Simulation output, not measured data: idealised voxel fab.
The following is a process module called voxel capacitor over wiring.
The cross-section on display is named cut; it measures 200 nm wide, and its cells are 5 nm squares.
For the purposes of this document, a cross-section shall be understood as a grid of square cells, specified as bands listed in top-to-bottom order, each band consisting of one or more rows of cells. Each band's line starts with the height of the band's top and of its bottom, in nm. Then come its materials from left to right, each with its width in nm. One material with "edge to edge" fills the band from edge to edge. "empty" is empty space. Heights are expressed relative to 0, this being the level below which the as-received wafer comprises one material exclusively. The lowest band is unbounded in the downward direction and is denoted as in "top 0, no bottom". The width entry "30..40" should be interpreted row by row: the top row of cells in the band takes the first number, the bottom row takes the second number, and the change between adjacent rows is uniform throughout. Where the words "everything unchanged" appear for a step, the cross-section shows no cell changed by that step; every cell remained as before. Voids not open to the top, 8 cells minimum: see "Closed internal cavities". Written width x height at distance; distance is from the left edge; nm. On a step's line, text after the settings is the simulator commenting on that step. Among the settings permitted on a step's line is "overlay nm"; applied to a step with a mask, it specifies the extent to which the mask lay to the right of its planned position, whereas a negative figure signifies a position to the left.
STEPS PLANNED FOR THE PROCESS
1. op RECEIVE | material Si
2. op CONFORMAL_DEP | material SiO2 | thk nm 15
3. op CONFORMAL_DEP | material SiCN | thk nm 5
4. op DIRECTIONAL_DEP | material lowk | thk nm 20
5. op PATTERN | tone open | mask id METAL_1 | material resist | width nm 30 | pitch nm 80 | thk nm 20 | overlay nm 0
6. op DIRECTIONAL_ETCH | etch materials lowk | depth nm 20
7. op DIRECTIONAL_ETCH | etch materials SiCN | depth nm 5
8. op STRIP | etch materials resist
9. op CONFORMAL_DEP | material TiN | thk nm 5
10. op FILL_DEP | material Cu | thk nm 5
11. op CMP | height nm 40
12. op CONFORMAL_DEP | material SiCN | thk nm 5
13. op DIRECTIONAL_DEP | material lowk | thk nm 10
14. op MASKED_ETCH | tone open | mask id PLUG_1 | width nm 15 | etch materials lowk | depth nm 10 | overlay nm 0
15. op MASKED_ETCH | tone open | mask id PLUG_1 | width nm 15 | etch materials SiCN | depth nm 5 | overlay nm 0
16. op EPI | material Ru | thk nm 10
17. op EPI | material Ru | thk nm 5
18. op DIRECTIONAL_DEP | material TiN | thk nm 10
19. op DIRECTIONAL_DEP | material Al2O3 | thk nm 5
20. op DIRECTIONAL_DEP | material TiN | thk nm 5
21. op PATTERN | tone cover | mask id UPPER_PLATE | material resist | width nm 55 | thk nm 15 | overlay nm 0
22. op DIRECTIONAL_ETCH | etch materials TiN | depth nm 5
23. op DIRECTIONAL_ETCH | etch materials Al2O3 | depth nm 5
24. op STRIP | etch materials resist
25. op MASKED_ETCH | tone cover | mask id LOWER_PLATE | width nm 65 | etch materials TiN | depth nm 5 | overlay nm 0
26. op FILL_DEP | material SiO2 | thk nm 15
27. op CMP | height nm 85
28. op PATTERN | tone open | mask id PLUG_2 | material resist | width nm 15 | thk nm 15 | overlay nm 0
29. op DIRECTIONAL_ETCH | etch materials SiO2 | depth nm 10
30. op STRIP | etch materials resist
31. op CONFORMAL_DEP | material TiN | thk nm 5
32. op FILL_DEP | material W | thk nm 10
33. op CMP | height nm 85
34. op CONFORMAL_DEP | material SiN | thk nm 5
Among the wafers covered here, the point of difference is the depth nm at step 25; their starting state is shared, and the plan presents the value of the first wafer.
CROSS-SECTION OF THE FIRST OF SEVERAL WAFERS ON RECEIPT, REFLECTING COMPLETION OF STEP 1
  top 0, no bottom: Si edge to edge
  Closed internal cavities: none
END OF THE MODULE, PAST ITS LAST STEP, STEP 34: HOW THE FIRST OF SEVERAL WAFERS LOOKS IN CROSS-SECTION
  top 90, bottom 85: SiN edge to edge
  top 85, bottom 80: SiO2=70 | TiN=5 | W=5 | TiN=5 | SiO2=115
  top 80, bottom 70: SiO2=70..60 | TiN=15..55 | SiO2=115..85
  top 70, bottom 65: SiO2=60 | Al2O3=55 | SiO2=85
  top 65, bottom 60: SiO2=55 | TiN=65 | SiO2=80
  top 60, bottom 55: TiN edge to edge
  top 55, bottom 45: lowk=60 | Ru=15 | lowk=125
  top 45, bottom 40: SiCN=60 | Ru=15 | SiCN=125
  top 40, bottom 20: lowk=45 | TiN=5 | Cu=20 | TiN=5 | lowk=50 | TiN=5 | Cu=20 | TiN=5 | lowk=45
  top 20, bottom 15: SiCN=45 | TiN=30 | SiCN=50 | TiN=30 | SiCN=45
  top 15, bottom 0: SiO2 edge to edge
  top 0, no bottom: Si edge to edge
  Closed internal cavities: none
CROSS-SECTION, LAST WAFER, MODULE COMPLETION
  top 90, bottom 85: SiN edge to edge
  top 85, bottom 80: SiO2=70 | TiN=5 | W=5 | TiN=5 | SiO2=115
  top 80, bottom 70: SiO2=70..60 | TiN=15..55 | SiO2=115..85
  top 70, bottom 65: SiO2=60 | Al2O3=55 | SiO2=85
  top 65, bottom 55: SiO2=55 | TiN=65 | SiO2=80
  top 55, bottom 45: lowk=60 | Ru=15 | lowk=125
  top 45, bottom 40: SiCN=60 | Ru=15 | SiCN=125
  top 40, bottom 20: lowk=45 | TiN=5 | Cu=20 | TiN=5 | lowk=50 | TiN=5 | Cu=20 | TiN=5 | lowk=45
  top 20, bottom 15: SiCN=45 | TiN=30 | SiCN=50 | TiN=30 | SiCN=45
  top 15, bottom 0: SiO2 edge to edge
  top 0, no bottom: Si edge to edge
  Closed internal cavities: none
PER-WAFER ROWS BELOW. FOR EACH MATERIAL: CELLS GAINED (+) OR LOST (-) SINCE THE WAFER WAS RECEIVED, AS OF END OF MODULE. THEN: CLOSED VOIDS
depth nm 5, +11 Al2O3, +32 Cu, +9 Ru, +65 SiCN, +40 SiN, +279 SiO2, +97 TiN, +1 W, +186 lowk, Closed internal cavities: none
depth nm 10, +11 Al2O3, +32 Cu, +9 Ru, +65 SiCN, +40 SiN, +306 SiO2, +70 TiN, +1 W, +186 lowk, Closed internal cavities: none
depth nm 15, +11 Al2O3, +32 Cu, +9 Ru, +65 SiCN, +40 SiN, +306 SiO2, +70 TiN, +1 W, +186 lowk, Closed internal cavities: none
depth nm 20, +11 Al2O3, +32 Cu, +9 Ru, +65 SiCN, +40 SiN, +306 SiO2, +70 TiN, +1 W, +186 lowk, Closed internal cavities: none
depth nm 25, +11 Al2O3, +32 Cu, +9 Ru, +65 SiCN, +40 SiN, +306 SiO2, +70 TiN, +1 W, +186 lowk, Closed internal cavities: none
